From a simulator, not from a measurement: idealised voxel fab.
Process module under the name voxel self aligned contacts
Cross-sectional view cut (width: 220 nm; square cell size: 5 nm).
Notation: cross-section as square-cell grid; stated in bands, top first, going down; one or more cell rows per band. For a band, the entry starts with two heights in nm, that of the top and then that of the bottom, and carries on with the band's materials in order from left to right, each alongside its width in nm; the word "throughout" beside a single material means it fills the band edge to edge, and "air" means empty space. Height reference: 0 = level under which incoming wafer is all one material. Lowest band: no bottom, runs on downward, e.g. "0..down". A width given as "30..40" starts at the first number in the band's top row and ends at the second number in its bottom row, shifting by an equal amount at every step from row to row. Step marked "everything unchanged"? Then no cell in the cross-section changed in it. "Closed void table": empty spaces of 8 cells or more with no open way to the top, each given as width x height at distance, distance from the left edge, all in nm. Past the settings on a step's line: simulator remark, on that step. For masked steps, "overlay nm" on the step line gives how far right of plan the mask actually lay; a minus sign means it lay to the left.
PLANNED STEP LIST FOR THE PROCESS
step 1: op RECEIVE | material Si
step 2: op CONFORMAL_DEP | material SiO2 | thk nm 5
step 3: op DIRECTIONAL_DEP | material polySi | thk nm 25
step 4: op DIRECTIONAL_DEP | material SiN | thk nm 25
step 5: op DIRECTIONAL_DEP | material aC | thk nm 15
step 6: op PATTERN | tone cover | mask id GATE | material resist | width nm 25 | pitch nm 70 | thk nm 30 | overlay nm 0
step 7: op DIRECTIONAL_ETCH | etch materials aC | depth nm 15
step 8: op STRIP | etch materials resist
step 9: op DIRECTIONAL_ETCH | etch materials SiN | depth nm 25
step 10: op DIRECTIONAL_ETCH | etch materials polySi | depth nm 25
step 11: op STRIP | etch materials aC
step 12: op CONFORMAL_DEP | material SiN | thk nm 10
step 13: op DIRECTIONAL_ETCH | etch materials SiN | depth nm 10
step 14: op FILL_DEP | material SiO2 | thk nm 20
step 15: op CMP | height nm 65
step 16: op PATTERN | tone open | mask id CONTACT | material resist | width nm 55 | thk nm 20 | overlay nm 0
step 17: op DIRECTIONAL_ETCH | etch materials SiO2 | depth nm 65
step 18: op STRIP | etch materials resist
step 19: op CONFORMAL_DEP | material TiN | thk nm 5
step 20: op FILL_DEP | material W | thk nm 10
step 21: op CMP | height nm 65
step 22: op CONFORMAL_DEP | material SiN | thk nm 5
HERE'S WHAT THE WAFER LOOKED LIKE IN CROSS-SECTION WHEN IT ARRIVED - THAT'S AFTER STEP 1
* 0..down = Si throughout
* Closed void table: none
SAME STARTING WAFER, SAME PLAN AS ABOVE, ONE MISTAKE IN THE EXECUTION; THIS IS THE CROSS-SECTION AT THE END OF THE MODULE
* 70..65 = SiN throughout
* 65..55 = 85 nm SiO2; 5..15 nm TiN; 45..15 nm W; 5..25 nm TiN; 80 nm SiO2
* 55..30 = 50 nm SiO2; 45 nm SiN; 5 nm TiN; 15 nm W; 5 nm TiN; 45 nm SiN; 55 nm SiO2
* 30..5 = 50 nm SiO2; 10 nm SiN; 25 nm polySi; 10 nm SiN; 5 nm TiN; 15 nm W; 5 nm TiN; 10 nm SiN; 25 nm polySi; 10 nm SiN; 55 nm SiO2
* 5..0 = 95 nm SiO2; 25 nm TiN; 100 nm SiO2
* 0..down = Si throughout
* Closed void table: none
What broke from the plan during processing? step 16 ran with different settings than intended, the actual operation and settings being op PATTERN | tone open | mask id CONTACT | material resist | width nm 55 | thk nm 20 | overlay nm 5
